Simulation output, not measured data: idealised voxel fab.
Process module heading - voxel trench capacitor
FYI the section here is cut, 285 nm wide, cells are 5 nm squares.
In what follows, cross-sections appear as grids of square cells, described through bands that run from the top down, where every band is one or more rows of cells. Heads up on the band format: heights come first, top then bottom, in nm. After that it's the materials left to right, each with its width in nm. A single material flagged "throughout" fills the whole band edge to edge, and "air" means there's empty space there. Heights are expressed relative to 0, this being the level below which the as-received wafer comprises one material exclusively. The lowest band is unbounded in the downward direction and is denoted as in "from 0 down". When a width is written as two numbers, as in "30->40", the first number is the width in the top row of cells of the band and the second is the width in its bottom row, and the width changes by the same amount from each row to the next. What does "identical to before" mean for a step? It means no cell of the cross-section changed in that step. Any empty space of 8 cells or more lacking an open way to the top shows up in "Unvented voids" as width x height at distance, distance from the left edge, in nm. If you see something after the settings on a step's line, that's the simulator's own remark about that step. overlay nm, on a step with a mask: how far to the right of its planned place the mask lay; to the left if negative. How should the pairs below be read? Each gives the cross-section before one process step and the cross-section after it, the latter drawn only to the lowest band that changed; the step that lies between them, with its settings, appears under the pair. Does a pair pick up where the pair above left off? Only where its entry headed "Prior state" says so, since pairs can come from different runs of this module on the same starting wafer.

[Prior state]
> from 25 to 15  W throughout
> from 15 to 10  W 100 / TiN 85 / W 100
> from 10 to 5  W 100 / TiN 5 / Al2O3 35 / TiN 5 / Al2O3 35 / TiN 5 / W 100
> from 5 to 0  W 100 / TiN 5 / Al2O3 5 / SiN 25 / Al2O3 5 / TiN 5 / Al2O3 5 / SiN 25 / Al2O3 5 / TiN 5 / W 100
> from 0 to -30  W 100 / TiN 5 / Al2O3 5 / Si 25 / Al2O3 5 / TiN 5 / Al2O3 5 / Si 25 / Al2O3 5 / TiN 5 / W 100
> from -30 to -35  TiN 105 / Al2O3 5 / Si 25 / Al2O3 5 / TiN 5 / Al2O3 5 / Si 25 / Al2O3 5 / TiN 105
> from -35 to -40  Al2O3 110 / Si 25 / Al2O3 15 / Si 25 / Al2O3 110
> from -40 down  Si throughout
> Unvented voids: none

[Section, Post-Step]
> from 5 to 0  W 100 / TiN 5 / Al2O3 5 / SiN 25 / Al2O3 5 / TiN 5 / Al2O3 5 / SiN 25 / Al2O3 5 / TiN 5 / W 100
> Anything lower than 0 is untouched.
> Unvented voids: none
The two cross-sections above are separated by a single process step, namely CMP with height nm 5
